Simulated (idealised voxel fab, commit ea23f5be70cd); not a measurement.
The document below concerns the process module designated voxel air gaps.
In the cross-section labelled cut, the width is 210 nm and each square cell is 5 nm.
Square cells in a grid make up a cross-section in this document, and the grid is given as bands, listed from the top down, each one or more rows of cells. Band: top height; bottom height; in nm. Then, left to right: material with width in nm, for each material. "full width": a single material spanning edge to edge. "air": empty space. A quick word on heights: they are counted from 0, and under that level the wafer as it came to us is one material throughout. The lowest band is different from the rest in having no bottom; it simply continues downward, written as in "from 0 down". A width given as "30..40" starts at the first number in the band's top row and ends at the second number in its bottom row, shifting by an equal amount at every step from row to row. Where a step carries "no alteration", the cross-section came out of it unchanged, cell for cell. The label "Unvented voids" introduces a list of the empty spaces, 8 cells or larger, that have no open way up to the top; each entry in it reads width x height at distance, where the distance is taken from the left edge and all three are stated in nm. If you see something after the settings on a step's line, that's the simulator's own remark about that step. Regarding "overlay nm": on a step with a mask, it is the distance the mask lay to the right of its planned place; a negative value places it to the left. Pairs ahead. Before: cross-section ahead of one process step. After: cross-section once the step is done, shown to the lowest changed band only. Under each pair: that step, with settings. Caution: pairs may come from different runs of this module on the same starting wafer; a pair follows the pair above only where its "Pre-step" entry says so.

[Pre-step]
> from 0 down = Si full width
> Unvented voids: none

[Cross-Section After Step]
> from 10 to 0 = SiO2 full width
> Unchanged below 0.
> Unvented voids: none
The process step separating the two cross-sections depicted above is as follows: CONFORMAL_DEP: material SiO2, thk nm 10

Pre-step: cross-section not repeated; it is the one shown after the step in the pair just above.

[Cross-Section After Step]
> from 15 to 10 = SiN full width
> Unchanged below 10.
> Unvented voids: none
The process step separating the two cross-sections depicted above is as follows: CONFORMAL_DEP: material SiN, thk nm 5

Pre-step: cross-section not repeated; it is the one shown after the step in the pair just above.

[Cross-Section After Step]
> from 55 to 15 = lowk full width
> Unchanged below 15.
> Unvented voids: none
The process step separating the two cross-sections depicted above is as follows: DIRECTIONAL_DEP: material lowk, thk nm 40

Pre-step: cross-section not repeated; it is the one shown after the step in the pair just above.

[Cross-Section After Step]
> from 70 to 55 = resist 55 nm; air 15 nm; resist 25 nm; air 15 nm; resist 25 nm; air 15 nm; resist 60 nm
> Unchanged below 55.
> Unvented voids: none
The process step separating the two cross-sections depicted above is as follows: PATTERN: tone open, mask id LINES, material resist, width nm 15, pitch nm 40, thk nm 15, overlay nm 0

Pre-step: cross-section not repeated; it is the one shown after the step in the pair just above.

[Cross-Section After Step]
> from 70 to 55 = resist 55 nm; air 15 nm; resist 25 nm; air 15 nm; resist 25 nm; air 15 nm; resist 60 nm
> from 55 to 15 = lowk 55 nm; air 15 nm; lowk 25 nm; air 15 nm; lowk 25 nm; air 15 nm; lowk 60 nm
> Unchanged below 15.
> Unvented voids: none
The process step separating the two cross-sections depicted above is as follows: DIRECTIONAL_ETCH: etch materials lowk, depth nm 40

Pre-step: cross-section not repeated; it is the one shown after the step in the pair just above.

[Cross-Section After Step]
> from 55 to 15 = lowk 55 nm; air 15 nm; lowk 25 nm; air 15 nm; lowk 25 nm; air 15 nm; lowk 60 nm
> Unchanged below 15.
> Unvented voids: none
The process step separating the two cross-sections depicted above is as follows: STRIP: etch materials resist

Pre-step: cross-section not repeated; it is the one shown after the step in the pair just above.

[Cross-Section After Step]
> from 60 to 55 = TiN 60 nm; air 5 nm; TiN 35 nm; air 5 nm; TiN 35 nm; air 5 nm; TiN 65 nm
> from 55 to 20 = lowk 55 nm; TiN 5 nm; air 5 nm; TiN 5 nm; lowk 25 nm; TiN 5 nm; air 5 nm; TiN 5 nm; lowk 25 nm; TiN 5 nm; air 5 nm; TiN 5 nm; lowk 60 nm
> from 20 to 15 = lowk 55 nm; TiN 15 nm; lowk 25 nm; TiN 15 nm; lowk 25 nm; TiN 15 nm; lowk 60 nm
> Unchanged below 15.
> Unvented voids: none
The process step separating the two cross-sections depicted above is as follows: CONFORMAL_DEP: material TiN, thk nm 5

Pre-step: cross-section not repeated; it is the one shown after the step in the pair just above.

[Cross-Section After Step]
> from 70 to 60 = Ru full width
> from 60 to 55 = TiN 60 nm; Ru 5 nm; TiN 35 nm; Ru 5 nm; TiN 35 nm; Ru 5 nm; TiN 65 nm
> from 55 to 20 = lowk 55 nm; TiN 5 nm; Ru 5 nm; TiN 5 nm; lowk 25 nm; TiN 5 nm; Ru 5 nm; TiN 5 nm; lowk 25 nm; TiN 5 nm; Ru 5 nm; TiN 5 nm; lowk 60 nm
> Unchanged below 20.
> Unvented voids: none
The process step separating the two cross-sections depicted above is as follows: FILL_DEP: material Ru, thk nm 10

Pre-step: cross-section not repeated; it is the one shown after the step in the pair just above.

[Cross-Section After Step]
> from 55 to 20 = lowk 55 nm; TiN 5 nm; Ru 5 nm; TiN 5 nm; lowk 25 nm; TiN 5 nm; Ru 5 nm; TiN 5 nm; lowk 25 nm; TiN 5 nm; Ru 5 nm; TiN 5 nm; lowk 60 nm
> Unchanged below 20.
> Unvented voids: none
The process step separating the two cross-sections depicted above is as follows: CMP: height nm 55

Pre-step: cross-section not repeated; it is the one shown after the step in the pair just above.

[Cross-Section After Step]
> from 65 to 55 = air 45 nm; Ru 35 nm; air 5 nm; Ru 35 nm; air 5 nm; Ru 35 nm; air 50 nm
> Unchanged below 55.
> Unvented voids: none
The process step separating the two cross-sections depicted above is as follows: EPI: material Ru, thk nm 10

Pre-step: cross-section not repeated; it is the one shown after the step in the pair just above.

[Cross-Section After Step]
> from 65 to 55 = air 45 nm; Ru 35 nm; air 5 nm; Ru 35 nm; air 5 nm; Ru 35 nm; air 50 nm
> from 55 to 20 = air 55 nm; TiN 5 nm; Ru 5 nm; TiN 5 nm; air 25 nm; TiN 5 nm; Ru 5 nm; TiN 5 nm; air 25 nm; TiN 5 nm; Ru 5 nm; TiN 5 nm; air 60 nm
> from 20 to 15 = air 55 nm; TiN 15 nm; air 25 nm; TiN 15 nm; air 25 nm; TiN 15 nm; air 60 nm
> Unchanged below 15.
> Unvented voids: none
The process step separating the two cross-sections depicted above is as follows: SELECTIVE_ETCH: etch materials lowk, depth nm 50

Pre-step: cross-section not repeated; it is the one shown after the step in the pair just above.

[Cross-Section After Step]
> from 70 to 65 = air 40 nm; SiCN 125 nm; air 45 nm
> from 65 to 55 = air 40 nm; SiCN 5 nm; Ru 35 nm; SiCN 5 nm; Ru 35 nm; SiCN 5 nm; Ru 35 nm; SiCN 5 nm; air 45 nm
> from 55 to 50 = air 40 nm; SiCN 15 nm; TiN 5 nm; Ru 5 nm; TiN 5 nm; SiCN 25 nm; TiN 5 nm; Ru 5 nm; TiN 5 nm; SiCN 25 nm; TiN 5 nm; Ru 5 nm; TiN 5 nm; SiCN 15 nm; air 45 nm
> from 50 to 20 = air 50 nm; SiCN 5 nm; TiN 5 nm; Ru 5 nm; TiN 5 nm; SiCN 5 nm; air 15 nm; SiCN 5 nm; TiN 5 nm; Ru 5 nm; TiN 5 nm; SiCN 5 nm; air 15 nm; SiCN 5 nm; TiN 5 nm; Ru 5 nm; TiN 5 nm; SiCN 5 nm; air 55 nm
> from 20 to 15 = SiCN 55 nm; TiN 15 nm; SiCN 25 nm; TiN 15 nm; SiCN 25 nm; TiN 15 nm; SiCN 60 nm
> Unchanged below 15.
> Unvented voids: 15 x 30 at 75; 15 x 30 at 115
The process step separating the two cross-sections depicted above is as follows: CONFORMAL_DEP: material SiCN, thk nm 5

[Pre-step]
> from 70 to 60 = Ru full width
> from 60 to 55 = TiN 60 nm; Ru 5 nm; TiN 35 nm; Ru 5 nm; TiN 35 nm; Ru 5 nm; TiN 65 nm
> from 55 to 20 = lowk 55 nm; TiN 5 nm; Ru 5 nm; TiN 5 nm; lowk 25 nm; TiN 5 nm; Ru 5 nm; TiN 5 nm; lowk 25 nm; TiN 5 nm; Ru 5 nm; TiN 5 nm; lowk 60 nm
> from 20 to 15 = lowk 55 nm; TiN 15 nm; lowk 25 nm; TiN 15 nm; lowk 25 nm; TiN 15 nm; lowk 60 nm
> from 15 to 10 = SiN full width
> from 10 to 0 = SiO2 full width
> from 0 down = Si full width
> Unvented voids: none

[Cross-Section After Step]
> from 80 to 60 = Ru full width
> Unchanged below 60.
> Unvented voids: none
The process step separating the two cross-sections depicted above is as follows: EPI: material Ru, thk nm 10

Pre-step: cross-section not repeated; it is the one shown after the step in the pair just above.

[Cross-Section After Step]
> from 85 to 80 = SiCN full width
> Unchanged below 80.
> Unvented voids: none
The process step separating the two cross-sections depicted above is as follows: CONFORMAL_DEP: material SiCN, thk nm 5

[Pre-step]
> from 65 to 55 = air 45 nm; Ru 35 nm; air 5 nm; Ru 35 nm; air 5 nm; Ru 35 nm; air 50 nm
> from 55 to 20 = lowk 55 nm; TiN 5 nm; Ru 5 nm; TiN 5 nm; lowk 25 nm; TiN 5 nm; Ru 5 nm; TiN 5 nm; lowk 25 nm; TiN 5 nm; Ru 5 nm; TiN 5 nm; lowk 60 nm
> from 20 to 15 = lowk 55 nm; TiN 15 nm; lowk 25 nm; TiN 15 nm; lowk 25 nm; TiN 15 nm; lowk 60 nm
> from 15 to 10 = SiN full width
> from 10 to 0 = SiO2 full width
> from 0 down = Si full width
> Unvented voids: none

[Cross-Section After Step]
> from 75 to 55 = air 35 nm; Ru 135 nm; air 40 nm
> Unchanged below 55.
> Unvented voids: none
The process step separating the two cross-sections depicted above is as follows: EPI: material Ru, thk nm 10

Pre-step: cross-section not repeated; it is the one shown after the step in the pair just above.

[Cross-Section After Step]
> from 75 to 55 = air 35 nm; Ru 135 nm; air 40 nm
> from 55 to 20 = air 55 nm; TiN 5 nm; Ru 5 nm; TiN 5 nm; lowk 25 nm; TiN 5 nm; Ru 5 nm; TiN 5 nm; lowk 25 nm; TiN 5 nm; Ru 5 nm; TiN 5 nm; air 60 nm
> from 20 to 15 = air 55 nm; TiN 15 nm; lowk 25 nm; TiN 15 nm; lowk 25 nm; TiN 15 nm; air 60 nm
> Unchanged below 15.
> Unvented voids: none
The process step separating the two cross-sections depicted above is as follows: SELECTIVE_ETCH: etch materials lowk, depth nm 50

Pre-step: cross-section not repeated; it is the one shown after the step in the pair just above.

[Cross-Section After Step]
> from 80 to 75 = air 30 nm; SiCN 145 nm; air 35 nm
> from 75 to 55 = air 30 nm; SiCN 5 nm; Ru 135 nm; SiCN 5 nm; air 35 nm
> from 55 to 50 = air 30 nm; SiCN 25 nm; TiN 5 nm; Ru 5 nm; TiN 5 nm; lowk 25 nm; TiN 5 nm; Ru 5 nm; TiN 5 nm; lowk 25 nm; TiN 5 nm; Ru 5 nm; TiN 5 nm; SiCN 25 nm; air 35 nm
> from 50 to 20 = air 50 nm; SiCN 5 nm; TiN 5 nm; Ru 5 nm; TiN 5 nm; lowk 25 nm; TiN 5 nm; Ru 5 nm; TiN 5 nm; lowk 25 nm; TiN 5 nm; Ru 5 nm; TiN 5 nm; SiCN 5 nm; air 55 nm
> from 20 to 15 = SiCN 55 nm; TiN 15 nm; lowk 25 nm; TiN 15 nm; lowk 25 nm; TiN 15 nm; SiCN 60 nm
> Unchanged below 15.
> Unvented voids: none
The process step separating the two cross-sections depicted above is as follows: CONFORMAL_DEP: material SiCN, thk nm 5

[Pre-step]
> from 0 down = Si full width
> Unvented voids: none

[Cross-Section After Step]
> from 5 to 0 = SiN full width
> Unchanged below 0.
> Unvented voids: none
The process step separating the two cross-sections depicted above is as follows: CONFORMAL_DEP: material SiN, thk nm 5

Pre-step: cross-section not repeated; it is the one shown after the step in the pair just above.

[Cross-Section After Step]
> from 15 to 5 = SiO2 full width
> Unchanged below 5.
> Unvented voids: none
The process step separating the two cross-sections depicted above is as follows: CONFORMAL_DEP: material SiO2, thk nm 10

Pre-step: cross-section not repeated; it is the one shown after the step in the pair just above.

[Cross-Section After Step]
> from 55 to 15 = lowk full width
> Unchanged below 15.
> Unvented voids: none
The process step separating the two cross-sections depicted above is as follows: DIRECTIONAL_DEP: material lowk, thk nm 40

Pre-step: cross-section not repeated; it is the one shown after the step in the pair just above.

[Cross-Section After Step]
> from 70 to 55 = resist 55 nm; air 15 nm; resist 25 nm; air 15 nm; resist 25 nm; air 15 nm; resist 60 nm
> Unchanged below 55.
> Unvented voids: none
The process step separating the two cross-sections depicted above is as follows: PATTERN: tone open, mask id LINES, material resist, width nm 15, pitch nm 40, thk nm 15, overlay nm 0

Pre-step: cross-section not repeated; it is the one shown after the step in the pair just above.

[Cross-Section After Step]
> from 70 to 55 = resist 55 nm; air 15 nm; resist 25 nm; air 15 nm; resist 25 nm; air 15 nm; resist 60 nm
> from 55 to 15 = lowk 55 nm; air 15 nm; lowk 25 nm; air 15 nm; lowk 25 nm; air 15 nm; lowk 60 nm
> Unchanged below 15.
> Unvented voids: none
The process step separating the two cross-sections depicted above is as follows: DIRECTIONAL_ETCH: etch materials lowk, depth nm 40

Pre-step: cross-section not repeated; it is the one shown after the step in the pair just above.

[Cross-Section After Step]
> from 55 to 15 = lowk 55 nm; air 15 nm; lowk 25 nm; air 15 nm; lowk 25 nm; air 15 nm; lowk 60 nm
> Unchanged below 15.
> Unvented voids: none
The process step separating the two cross-sections depicted above is as follows: STRIP: etch materials resist

Pre-step: cross-section not repeated; it is the one shown after the step in the pair just above.

[Cross-Section After Step]
> from 60 to 55 = TiN 60 nm; air 5 nm; TiN 35 nm; air 5 nm; TiN 35 nm; air 5 nm; TiN 65 nm
> from 55 to 20 = lowk 55 nm; TiN 5 nm; air 5 nm; TiN 5 nm; lowk 25 nm; TiN 5 nm; air 5 nm; TiN 5 nm; lowk 25 nm; TiN 5 nm; air 5 nm; TiN 5 nm; lowk 60 nm
> from 20 to 15 = lowk 55 nm; TiN 15 nm; lowk 25 nm; TiN 15 nm; lowk 25 nm; TiN 15 nm; lowk 60 nm
> Unchanged below 15.
> Unvented voids: none
The process step separating the two cross-sections depicted above is as follows: CONFORMAL_DEP: material TiN, thk nm 5

Pre-step: cross-section not repeated; it is the one shown after the step in the pair just above.

[Cross-Section After Step]
> from 70 to 60 = Ru full width
> from 60 to 55 = TiN 60 nm; Ru 5 nm; TiN 35 nm; Ru 5 nm; TiN 35 nm; Ru 5 nm; TiN 65 nm
> from 55 to 20 = lowk 55 nm; TiN 5 nm; Ru 5 nm; TiN 5 nm; lowk 25 nm; TiN 5 nm; Ru 5 nm; TiN 5 nm; lowk 25 nm; TiN 5 nm; Ru 5 nm; TiN 5 nm; lowk 60 nm
> Unchanged below 20.
> Unvented voids: none
The process step separating the two cross-sections depicted above is as follows: FILL_DEP: material Ru, thk nm 10

Pre-step: cross-section not repeated; it is the one shown after the step in the pair just above.

[Cross-Section After Step]
> from 55 to 20 = lowk 55 nm; TiN 5 nm; Ru 5 nm; TiN 5 nm; lowk 25 nm; TiN 5 nm; Ru 5 nm; TiN 5 nm; lowk 25 nm; TiN 5 nm; Ru 5 nm; TiN 5 nm; lowk 60 nm
> Unchanged below 20.
> Unvented voids: none
The process step separating the two cross-sections depicted above is as follows: CMP: height nm 55

Pre-step: cross-section not repeated; it is the one shown after the step in the pair just above.

[Cross-Section After Step]
> from 65 to 55 = air 45 nm; Ru 35 nm; air 5 nm; Ru 35 nm; air 5 nm; Ru 35 nm; air 50 nm
> Unchanged below 55.
> Unvented voids: none
The process step separating the two cross-sections depicted above is as follows: EPI: material Ru, thk nm 10

Pre-step: cross-section not repeated; it is the one shown after the step in the pair just above.

[Cross-Section After Step]
> from 65 to 55 = air 45 nm; Ru 35 nm; air 5 nm; Ru 35 nm; air 5 nm; Ru 35 nm; air 50 nm
> from 55 to 20 = air 55 nm; TiN 5 nm; Ru 5 nm; TiN 5 nm; air 25 nm; TiN 5 nm; Ru 5 nm; TiN 5 nm; air 25 nm; TiN 5 nm; Ru 5 nm; TiN 5 nm; air 60 nm
> from 20 to 15 = air 55 nm; TiN 15 nm; air 25 nm; TiN 15 nm; air 25 nm; TiN 15 nm; air 60 nm
> Unchanged below 15.
> Unvented voids: none
The process step separating the two cross-sections depicted above is as follows: SELECTIVE_ETCH: etch materials lowk, depth nm 50

Pre-step: cross-section not repeated; it is the one shown after the step in the pair just above.

[Cross-Section After Step]
> from 70 to 65 = air 40 nm; SiCN 125 nm; air 45 nm
> from 65 to 55 = air 40 nm; SiCN 5 nm; Ru 35 nm; SiCN 5 nm; Ru 35 nm; SiCN 5 nm; Ru 35 nm; SiCN 5 nm; air 45 nm
> from 55 to 50 = air 40 nm; SiCN 15 nm; TiN 5 nm; Ru 5 nm; TiN 5 nm; SiCN 25 nm; TiN 5 nm; Ru 5 nm; TiN 5 nm; SiCN 25 nm; TiN 5 nm; Ru 5 nm; TiN 5 nm; SiCN 15 nm; air 45 nm
> from 50 to 20 = air 50 nm; SiCN 5 nm; TiN 5 nm; Ru 5 nm; TiN 5 nm; SiCN 5 nm; air 15 nm; SiCN 5 nm; TiN 5 nm; Ru 5 nm; TiN 5 nm; SiCN 5 nm; air 15 nm; SiCN 5 nm; TiN 5 nm; Ru 5 nm; TiN 5 nm; SiCN 5 nm; air 55 nm
> from 20 to 15 = SiCN 55 nm; TiN 15 nm; SiCN 25 nm; TiN 15 nm; SiCN 25 nm; TiN 15 nm; SiCN 60 nm
> Unchanged below 15.
> Unvented voids: 15 x 30 at 75; 15 x 30 at 115
The process step separating the two cross-sections depicted above is as follows: CONFORMAL_DEP: material SiCN, thk nm 5

[Pre-step]
> from 55 to 20 = lowk 55 nm; TiN 5 nm; Ru 5 nm; TiN 5 nm; lowk 25 nm; TiN 5 nm; Ru 5 nm; TiN 5 nm; lowk 25 nm; TiN 5 nm; Ru 5 nm; TiN 5 nm; lowk 60 nm
> from 20 to 15 = lowk 55 nm; TiN 15 nm; lowk 25 nm; TiN 15 nm; lowk 25 nm; TiN 15 nm; lowk 60 nm
> from 15 to 10 = SiN full width
> from 10 to 0 = SiO2 full width
> from 0 down = Si full width
> Unvented voids: none

[Cross-Section After Step]
> from 60 to 55 = air 50 nm; Ru 25 nm; air 15 nm; Ru 25 nm; air 15 nm; Ru 25 nm; air 55 nm
> Unchanged below 55.
> Unvented voids: none
The process step separating the two cross-sections depicted above is as follows: EPI: material Ru, thk nm 5

Pre-step: cross-section not repeated; it is the one shown after the step in the pair just above.

[Cross-Section After Step]
> from 60 to 55 = air 50 nm; Ru 25 nm; air 15 nm; Ru 25 nm; air 15 nm; Ru 25 nm; air 55 nm
> from 55 to 20 = air 55 nm; TiN 5 nm; Ru 5 nm; TiN 5 nm; air 25 nm; TiN 5 nm; Ru 5 nm; TiN 5 nm; air 25 nm; TiN 5 nm; Ru 5 nm; TiN 5 nm; air 60 nm
> from 20 to 15 = air 55 nm; TiN 15 nm; air 25 nm; TiN 15 nm; air 25 nm; TiN 15 nm; air 60 nm
> Unchanged below 15.
> Unvented voids: none
The process step separating the two cross-sections depicted above is as follows: SELECTIVE_ETCH: etch materials lowk, depth nm 50

Pre-step: cross-section not repeated; it is the one shown after the step in the pair just above.

[Cross-Section After Step]
> from 65 to 60 = air 45 nm; SiCN 35 nm; air 5 nm; SiCN 35 nm; air 5 nm; SiCN 35 nm; air 50 nm
> from 60 to 55 = air 45 nm; SiCN 5 nm; Ru 25 nm; SiCN 5 nm; air 5 nm; SiCN 5 nm; Ru 25 nm; SiCN 5 nm; air 5 nm; SiCN 5 nm; Ru 25 nm; SiCN 5 nm; air 50 nm
> from 55 to 50 = air 45 nm; SiCN 10 nm; TiN 5 nm; Ru 5 nm; TiN 5 nm; SiCN 10 nm; air 5 nm; SiCN 10 nm; TiN 5 nm; Ru 5 nm; TiN 5 nm; SiCN 10 nm; air 5 nm; SiCN 10 nm; TiN 5 nm; Ru 5 nm; TiN 5 nm; SiCN 10 nm; air 50 nm
> from 50 to 20 = air 50 nm; SiCN 5 nm; TiN 5 nm; Ru 5 nm; TiN 5 nm; SiCN 5 nm; air 15 nm; SiCN 5 nm; TiN 5 nm; Ru 5 nm; TiN 5 nm; SiCN 5 nm; air 15 nm; SiCN 5 nm; TiN 5 nm; Ru 5 nm; TiN 5 nm; SiCN 5 nm; air 55 nm
> from 20 to 15 = SiCN 55 nm; TiN 15 nm; SiCN 25 nm; TiN 15 nm; SiCN 25 nm; TiN 15 nm; SiCN 60 nm
> Unchanged below 15.
> Unvented voids: none
The process step separating the two cross-sections depicted above is as follows: CONFORMAL_DEP: material SiCN, thk nm 5

[Pre-step]
> from 55 to 15 = lowk full width
> from 15 to 10 = SiN full width
> from 10 to 0 = SiO2 full width
> from 0 down = Si full width
> Unvented voids: none

[Cross-Section After Step]
> from 70 to 55 = resist 50 nm; air 25 nm; resist 15 nm; air 25 nm; resist 15 nm; air 25 nm; resist 55 nm
> Unchanged below 55.
> Unvented voids: none
The process step separating the two cross-sections depicted above is as follows: PATTERN: tone open, mask id LINES, material resist, width nm 25, pitch nm 40, thk nm 15, overlay nm 0

Pre-step: cross-section not repeated; it is the one shown after the step in the pair just above.

[Cross-Section After Step]
> from 70 to 55 = resist 50 nm; air 25 nm; resist 15 nm; air 25 nm; resist 15 nm; air 25 nm; resist 55 nm
> from 55 to 15 = lowk 50 nm; air 25 nm; lowk 15 nm; air 25 nm; lowk 15 nm; air 25 nm; lowk 55 nm
> Unchanged below 15.
> Unvented voids: none
The process step separating the two cross-sections depicted above is as follows: DIRECTIONAL_ETCH: etch materials lowk, depth nm 40

Pre-step: cross-section not repeated; it is the one shown after the step in the pair just above.

[Cross-Section After Step]
> from 55 to 15 = lowk 50 nm; air 25 nm; lowk 15 nm; air 25 nm; lowk 15 nm; air 25 nm; lowk 55 nm
> Unchanged below 15.
> Unvented voids: none
The process step separating the two cross-sections depicted above is as follows: STRIP: etch materials resist

Pre-step: cross-section not repeated; it is the one shown after the step in the pair just above.

[Cross-Section After Step]
> from 60 to 55 = TiN 55 nm; air 15 nm; TiN 25 nm; air 15 nm; TiN 25 nm; air 15 nm; TiN 60 nm
> from 55 to 20 = lowk 50 nm; TiN 5 nm; air 15 nm; TiN 5 nm; lowk 15 nm; TiN 5 nm; air 15 nm; TiN 5 nm; lowk 15 nm; TiN 5 nm; air 15 nm; TiN 5 nm; lowk 55 nm
> from 20 to 15 = lowk 50 nm; TiN 25 nm; lowk 15 nm; TiN 25 nm; lowk 15 nm; TiN 25 nm; lowk 55 nm
> Unchanged below 15.
> Unvented voids: none
The process step separating the two cross-sections depicted above is as follows: CONFORMAL_DEP: material TiN, thk nm 5

Pre-step: cross-section not repeated; it is the one shown after the step in the pair just above.

[Cross-Section After Step]
> from 70 to 60 = Ru full width
> from 60 to 55 = TiN 55 nm; Ru 15 nm; TiN 25 nm; Ru 15 nm; TiN 25 nm; Ru 15 nm; TiN 60 nm
> from 55 to 20 = lowk 50 nm; TiN 5 nm; Ru 15 nm; TiN 5 nm; lowk 15 nm; TiN 5 nm; Ru 15 nm; TiN 5 nm; lowk 15 nm; TiN 5 nm; Ru 15 nm; TiN 5 nm; lowk 55 nm
> Unchanged below 20.
> Unvented voids: none
The process step separating the two cross-sections depicted above is as follows: FILL_DEP: material Ru, thk nm 10

Pre-step: cross-section not repeated; it is the one shown after the step in the pair just above.

[Cross-Section After Step]
> from 55 to 20 = lowk 50 nm; TiN 5 nm; Ru 15 nm; TiN 5 nm; lowk 15 nm; TiN 5 nm; Ru 15 nm; TiN 5 nm; lowk 15 nm; TiN 5 nm; Ru 15 nm; TiN 5 nm; lowk 55 nm
> Unchanged below 20.
> Unvented voids: none
The process step separating the two cross-sections depicted above is as follows: CMP: height nm 55

Pre-step: cross-section not repeated; it is the one shown after the step in the pair just above.

[Cross-Section After Step]
> from 65 to 55 = air 40 nm; Ru 125 nm; air 45 nm
> Unchanged below 55.
> Unvented voids: none
The process step separating the two cross-sections depicted above is as follows: EPI: material Ru, thk nm 10

Pre-step: cross-section not repeated; it is the one shown after the step in the pair just above.

[Cross-Section After Step]
> from 65 to 55 = air 40 nm; Ru 125 nm; air 45 nm
> from 55 to 20 = air 50 nm; TiN 5 nm; Ru 15 nm; TiN 5 nm; lowk 15 nm; TiN 5 nm; Ru 15 nm; TiN 5 nm; lowk 15 nm; TiN 5 nm; Ru 15 nm; TiN 5 nm; air 55 nm
> from 20 to 15 = air 50 nm; TiN 25 nm; lowk 15 nm; TiN 25 nm; lowk 15 nm; TiN 25 nm; air 55 nm
> Unchanged below 15.
> Unvented voids: none
The process step separating the two cross-sections depicted above is as follows: SELECTIVE_ETCH: etch materials lowk, depth nm 50

Pre-step: cross-section not repeated; it is the one shown after the step in the pair just above.

[Cross-Section After Step]
> from 70 to 65 = air 35 nm; SiCN 135 nm; air 40 nm
> from 65 to 55 = air 35 nm; SiCN 5 nm; Ru 125 nm; SiCN 5 nm; air 40 nm
> from 55 to 50 = air 35 nm; SiCN 15 nm; TiN 5 nm; Ru 15 nm; TiN 5 nm; lowk 15 nm; TiN 5 nm; Ru 15 nm; TiN 5 nm; lowk 15 nm; TiN 5 nm; Ru 15 nm; TiN 5 nm; SiCN 15 nm; air 40 nm
> from 50 to 20 = air 45 nm; SiCN 5 nm; TiN 5 nm; Ru 15 nm; TiN 5 nm; lowk 15 nm; TiN 5 nm; Ru 15 nm; TiN 5 nm; lowk 15 nm; TiN 5 nm; Ru 15 nm; TiN 5 nm; SiCN 5 nm; air 50 nm
> from 20 to 15 = SiCN 50 nm; TiN 25 nm; lowk 15 nm; TiN 25 nm; lowk 15 nm; TiN 25 nm; SiCN 55 nm
> Unchanged below 15.
> Unvented voids: none
The process step separating the two cross-sections depicted above is as follows: CONFORMAL_DEP: material SiCN, thk nm 5

[Pre-step]
> from 55 to 15 = lowk full width
> from 15 to 10 = SiN full width
> from 10 to 0 = SiO2 full width
> from 0 down = Si full width
> Unvented voids: none

[Cross-Section After Step]
> from 70 to 55 = resist 45 nm; air 15 nm; resist 25 nm; air 15 nm; resist 25 nm; air 15 nm; resist 70 nm
> Unchanged below 55.
> Unvented voids: none
The process step separating the two cross-sections depicted above is as follows: PATTERN: tone open, mask id LINES, material resist, width nm 15, pitch nm 40, thk nm 15, overlay nm -10

Pre-step: cross-section not repeated; it is the one shown after the step in the pair just above.

[Cross-Section After Step]
> from 70 to 55 = resist 45 nm; air 15 nm; resist 25 nm; air 15 nm; resist 25 nm; air 15 nm; resist 70 nm
> from 55 to 15 = lowk 45 nm; air 15 nm; lowk 25 nm; air 15 nm; lowk 25 nm; air 15 nm; lowk 70 nm
> Unchanged below 15.
> Unvented voids: none
The process step separating the two cross-sections depicted above is as follows: DIRECTIONAL_ETCH: etch materials lowk, depth nm 40

Pre-step: cross-section not repeated; it is the one shown after the step in the pair just above.

[Cross-Section After Step]
> from 55 to 15 = lowk 45 nm; air 15 nm; lowk 25 nm; air 15 nm; lowk 25 nm; air 15 nm; lowk 70 nm
> Unchanged below 15.
> Unvented voids: none
The process step separating the two cross-sections depicted above is as follows: STRIP: etch materials resist

Pre-step: cross-section not repeated; it is the one shown after the step in the pair just above.

[Cross-Section After Step]
> from 60 to 55 = TiN 50 nm; air 5 nm; TiN 35 nm; air 5 nm; TiN 35 nm; air 5 nm; TiN 75 nm
> from 55 to 20 = lowk 45 nm; TiN 5 nm; air 5 nm; TiN 5 nm; lowk 25 nm; TiN 5 nm; air 5 nm; TiN 5 nm; lowk 25 nm; TiN 5 nm; air 5 nm; TiN 5 nm; lowk 70 nm
> from 20 to 15 = lowk 45 nm; TiN 15 nm; lowk 25 nm; TiN 15 nm; lowk 25 nm; TiN 15 nm; lowk 70 nm
> Unchanged below 15.
> Unvented voids: none
The process step separating the two cross-sections depicted above is as follows: CONFORMAL_DEP: material TiN, thk nm 5

Pre-step: cross-section not repeated; it is the one shown after the step in the pair just above.

[Cross-Section After Step]
> from 70 to 60 = Ru full width
> from 60 to 55 = TiN 50 nm; Ru 5 nm; TiN 35 nm; Ru 5 nm; TiN 35 nm; Ru 5 nm; TiN 75 nm
> from 55 to 20 = lowk 45 nm; TiN 5 nm; Ru 5 nm; TiN 5 nm; lowk 25 nm; TiN 5 nm; Ru 5 nm; TiN 5 nm; lowk 25 nm; TiN 5 nm; Ru 5 nm; TiN 5 nm; lowk 70 nm
> Unchanged below 20.
> Unvented voids: none
The process step separating the two cross-sections depicted above is as follows: FILL_DEP: material Ru, thk nm 10

Pre-step: cross-section not repeated; it is the one shown after the step in the pair just above.

[Cross-Section After Step]
> from 55 to 20 = lowk 45 nm; TiN 5 nm; Ru 5 nm; TiN 5 nm; lowk 25 nm; TiN 5 nm; Ru 5 nm; TiN 5 nm; lowk 25 nm; TiN 5 nm; Ru 5 nm; TiN 5 nm; lowk 70 nm
> Unchanged below 20.
> Unvented voids: none
The process step separating the two cross-sections depicted above is as follows: CMP: height nm 55

Pre-step: cross-section not repeated; it is the one shown after the step in the pair just above.

[Cross-Section After Step]
> from 65 to 55 = air 35 nm; Ru 35 nm; air 5 nm; Ru 35 nm; air 5 nm; Ru 35 nm; air 60 nm
> Unchanged below 55.
> Unvented voids: none
The process step separating the two cross-sections depicted above is as follows: EPI: material Ru, thk nm 10

Pre-step: cross-section not repeated; it is the one shown after the step in the pair just above.

[Cross-Section After Step]
> from 65 to 55 = air 35 nm; Ru 35 nm; air 5 nm; Ru 35 nm; air 5 nm; Ru 35 nm; air 60 nm
> from 55 to 20 = air 45 nm; TiN 5 nm; Ru 5 nm; TiN 5 nm; air 25 nm; TiN 5 nm; Ru 5 nm; TiN 5 nm; air 25 nm; TiN 5 nm; Ru 5 nm; TiN 5 nm; air 70 nm
> from 20 to 15 = air 45 nm; TiN 15 nm; air 25 nm; TiN 15 nm; air 25 nm; TiN 15 nm; air 70 nm
> Unchanged below 15.
> Unvented voids: none
The process step separating the two cross-sections depicted above is as follows: SELECTIVE_ETCH: etch materials lowk, depth nm 50
